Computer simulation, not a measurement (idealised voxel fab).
process module | voxel gate over fins
cross-section cut | 255 nm wide | cells 5 nm
A cross-section is a grid of square cells, given in bands from the top down. A band is one or more rows of cells.
Each band's line starts with the height of the band's top and of its bottom, in nm. Then come its materials from left to right, each with its width in nm. One material with "throughout" fills the band from edge to edge. "air" is empty space.
Height 0 is the level under which the wafer as received is all one material. The lowest band goes on downwards, as in "0 down".
A width such as "30 to 40" changes by the same amount from each row of cells to the next, from the band's top row to its bottom row.
"no change" after a step means that no cell of the cross-section changed.
closed voids: empty space of 8 cells or more with no open way to the top, each as width x height at its distance from the left edge, in nm
after a step's settings: what the simulator itself notes on the step
overlay nm, on a step with a mask: how far to the right of its planned place the mask lay; to the left if negative
plan
1 op RECEIVE | material Si
2 op CONFORMAL_DEP | material SiN | thk nm 5
3 op PATTERN | tone cover | mask id FINS | material resist | width nm 15 | pitch nm 35 | thk nm 20 | overlay nm 0
4 op DIRECTIONAL_ETCH | etch materials SiN | depth nm 5
5 op DIRECTIONAL_ETCH | etch materials Si | depth nm 40
6 op STRIP | etch materials resist
7 op OXIDIZE | depth nm 5
8 op FILL_DEP | material SiO2 | thk nm 10
9 op CMP | height nm 5
10 op SELECTIVE_ETCH | etch materials SiO2 | depth nm 15
11 op STRIP | etch materials SiN
12 op CONFORMAL_DEP | material HfO2 | thk nm 5
13 op CONFORMAL_DEP | material TiN | thk nm 5
14 op CONFORMAL_DEP | material TiAl | thk nm 5
15 op CONFORMAL_DEP | material TiN | thk nm 5
16 op FILL_DEP | material W | thk nm 15
17 op CMP | height nm 30
18 op CONFORMAL_DEP | material SiCN | thk nm 10
as received, after step 1
  0 down: Si throughout
  closed voids: none
first wafer at the end, as planned
  40 to 30: SiCN throughout
  30 to 20: W throughout
  20 to 15: W 50 | TiN 150 | W 55
  15 to 10: W 50 | TiN 5 | TiAl 140 | TiN 5 | W 55
  10 to 5: TiN 55 | TiAl 5 | TiN 25 | TiAl 10 | TiN 25 | TiAl 10 | TiN 25 | TiAl 10 | TiN 25 | TiAl 5 | TiN 60
  5 to 0: TiAl 60 | TiN 5 | HfO2 15 | TiN 5 | TiAl 10 | TiN 5 | HfO2 15 | TiN 5 | TiAl 10 | TiN 5 | HfO2 15 | TiN 5 | TiAl 10 | TiN 5 | HfO2 15 | TiN 5 | TiAl 65
  0 to -5: TiN 65 | HfO2 5 | Si 5 | HfO2 5 | TiN 20 | HfO2 5 | Si 5 | HfO2 5 | TiN 20 | HfO2 5 | Si 5 | HfO2 5 | TiN 20 | HfO2 5 | Si 5 | HfO2 5 | TiN 70
  -5 to -10: HfO2 70 | Si 5 | HfO2 30 | Si 5 | HfO2 30 | Si 5 | HfO2 30 | Si 5 | HfO2 75
  -10 to -45: SiO2 70 | Si 5 | SiO2 30 | Si 5 | SiO2 30 | Si 5 | SiO2 30 | Si 5 | SiO2 75
  -45 down: Si throughout
  closed voids: none
second wafer at the end: like start, like plan, one mistake
  40 to 30: SiCN throughout
  30 to 20: W throughout
  20 to 15: W 40 | TiN 150 | W 65
  15 to 10: W 40 | TiN 5 | TiAl 140 | TiN 5 | W 65
  10 to 5: TiN 45 | TiAl 5 | TiN 25 | TiAl 10 | TiN 25 | TiAl 10 | TiN 25 | TiAl 10 | TiN 25 | TiAl 5 | TiN 70
  5 to 0: TiAl 50 | TiN 5 | HfO2 15 | TiN 5 | TiAl 10 | TiN 5 | HfO2 15 | TiN 5 | TiAl 10 | TiN 5 | HfO2 15 | TiN 5 | TiAl 10 | TiN 5 | HfO2 15 | TiN 5 | TiAl 75
  0 to -5: TiN 55 | HfO2 5 | Si 5 | HfO2 5 | TiN 20 | HfO2 5 | Si 5 | HfO2 5 | TiN 20 | HfO2 5 | Si 5 | HfO2 5 | TiN 20 | HfO2 5 | Si 5 | HfO2 5 | TiN 80
  -5 to -10: HfO2 60 | Si 5 | HfO2 30 | Si 5 | HfO2 30 | Si 5 | HfO2 30 | Si 5 | HfO2 85
  -10 to -45: SiO2 60 | Si 5 | SiO2 30 | Si 5 | SiO2 30 | Si 5 | SiO2 30 | Si 5 | SiO2 85
  -45 down: Si throughout
  closed voids: none
what went wrong: step 3 ran as: op PATTERN | tone cover | mask id FINS | material resist | width nm 15 | pitch nm 35 | thk nm 20 | overlay nm -10
at the end the second wafer has, in cells: as many of each material as the first, in other places
